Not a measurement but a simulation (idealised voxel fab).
Name of the process module below: voxel self aligned vias
Shown is cross-section cut, with a width of 245 nm and square cells of size 5 nm.
We lay out every cross-section as a grid of square cells and spell it out in bands from the top down, where one band means one or more rows of cells. Look at the band entry: it leads with the top's height and the bottom's height in nm. Then it lists the materials left to right, with a width in nm for each. The word "all across" on a single material says that material fills the band edge to edge. The word "empty" is empty space. All heights in this document are referenced to 0, defined as the level beneath which the wafer, as received, consists entirely of one material. The lowest band is not bounded below; it extends indefinitely downward and is written in the form "from 0 down". Read "30->40" as a graded width: first number on top, second number at the bottom, same change between each pair of neighbouring rows. The designation "everything unchanged", where it is given for a processing step, indicates that no cell of the cross-section was altered in the course of that step. Any empty space of 8 cells or more lacking an open way to the top shows up in "Closed void table" as width x height at distance, distance from the left edge, in nm. Whatever follows a step's settings on its line is a remark the simulator itself makes about that step. "overlay nm" on a masked step: distance the mask lay right of its planned place, negative for left.

-- The planned process steps are enumerated hereunder
step 1: RECEIVE | material Si
step 2: CONFORMAL_DEP | material SiO2 | thk nm 15
step 3: CONFORMAL_DEP | material SiCN | thk nm 5
step 4: DIRECTIONAL_DEP | material lowk | thk nm 20
step 5: DIRECTIONAL_DEP | material aC | thk nm 10
step 6: PATTERN | tone open | mask id LINES | material resist | width nm 30 | pitch nm 70 | thk nm 30 | overlay nm 0
step 7: DIRECTIONAL_ETCH | etch materials aC | depth nm 10
step 8: STRIP | etch materials resist
step 9: DIRECTIONAL_ETCH | etch materials lowk | depth nm 20
step 10: STRIP | etch materials aC
step 11: CONFORMAL_DEP | material TiN | thk nm 5
step 12: FILL_DEP | material W | thk nm 10
step 13: CMP | height nm 40
step 14: SELECTIVE_ETCH | etch materials W Ru TiN | depth nm 10
step 15: FILL_DEP | material SiN | thk nm 10
step 16: CMP | height nm 40
step 17: DIRECTIONAL_DEP | material lowk | thk nm 20
step 18: PATTERN | tone open | mask id VIAS | material resist | width nm 40 | pitch nm 70 | thk nm 15 | overlay nm 0
step 19: DIRECTIONAL_ETCH | etch materials lowk | depth nm 20
step 20: DIRECTIONAL_ETCH | etch materials SiN | depth nm 10
step 21: STRIP | etch materials resist
step 22: CONFORMAL_DEP | material TiN | thk nm 5
step 23: FILL_DEP | material Ru | thk nm 10
step 24: CMP | height nm 60
step 25: CONFORMAL_DEP | material SiCN | thk nm 5

-- Wafer at receipt (post step 1), cross-section
  from 0 down  Si all across
  Closed void table: none

-- End-of-module cross-section of the first of two wafers, processed as planned
  from 65 to 60  SiCN all across
  from 60 to 45  lowk=30, then TiN=5, then Ru=30, then TiN=5, then lowk=30, then TiN=5, then Ru=30, then TiN=5, then lowk=30, then TiN=5, then Ru=30, then TiN=5, then lowk=35
  from 45 to 35  lowk=30->35, then TiN=10->5, then Ru=20, then TiN=10->5, then lowk=30->40, then TiN=10->5, then Ru=20, then TiN=10->5, then lowk=30->40, then TiN=10->5, then Ru=20, then TiN=10->5, then lowk=35->40
  from 35 to 30  lowk=35, then TiN=30, then lowk=40, then TiN=30, then lowk=40, then TiN=30, then lowk=40
  from 30 to 25  lowk=35, then TiN=5, then W=20, then TiN=5, then lowk=40, then TiN=5, then W=20, then TiN=5, then lowk=40, then TiN=5, then W=20, then TiN=5, then lowk=40
  from 25 to 20  lowk=35, then TiN=30, then lowk=40, then TiN=30, then lowk=40, then TiN=30, then lowk=40
  from 20 to 15  SiCN all across
  from 15 to 0  SiO2 all across
  from 0 down  Si all across
  Closed void table: none

-- Wafer two, end of module, cross-section. Same start, same plan as wafer one. One mistake in the run
  from 65 to 60  SiCN all across
  from 60 to 35  lowk=30, then TiN=5, then Ru=30, then TiN=5, then lowk=30, then TiN=5, then Ru=30, then TiN=5, then lowk=30, then TiN=5, then Ru=30, then TiN=5, then lowk=35
  from 35 to 30  lowk=30, then TiN=40, then lowk=30, then TiN=40, then lowk=30, then TiN=40, then lowk=35
  from 30 to 25  lowk=30, then TiN=5, then W=30, then TiN=5, then lowk=30, then TiN=5, then W=30, then TiN=5, then lowk=30, then TiN=5, then W=30, then TiN=5, then lowk=35
  from 25 to 20  lowk=30, then TiN=40, then lowk=30, then TiN=40, then lowk=30, then TiN=40, then lowk=35
  from 20 to 15  SiCN all across
  from 15 to 0  SiO2 all across
  from 0 down  Si all across
  Closed void table: none
Deviation noted in wafer processing: heads up, step 6 didn't go per plan, it actually ran as PATTERN | tone open | mask id LINES | material resist | width nm 40 | pitch nm 70 | thk nm 30 | overlay nm 0
It is noted that, at the conclusion of processing, the second wafer exhibits a higher or lower cell count for certain materials relative to the first: Ru +12, TiN +6, W +6, lowk -24
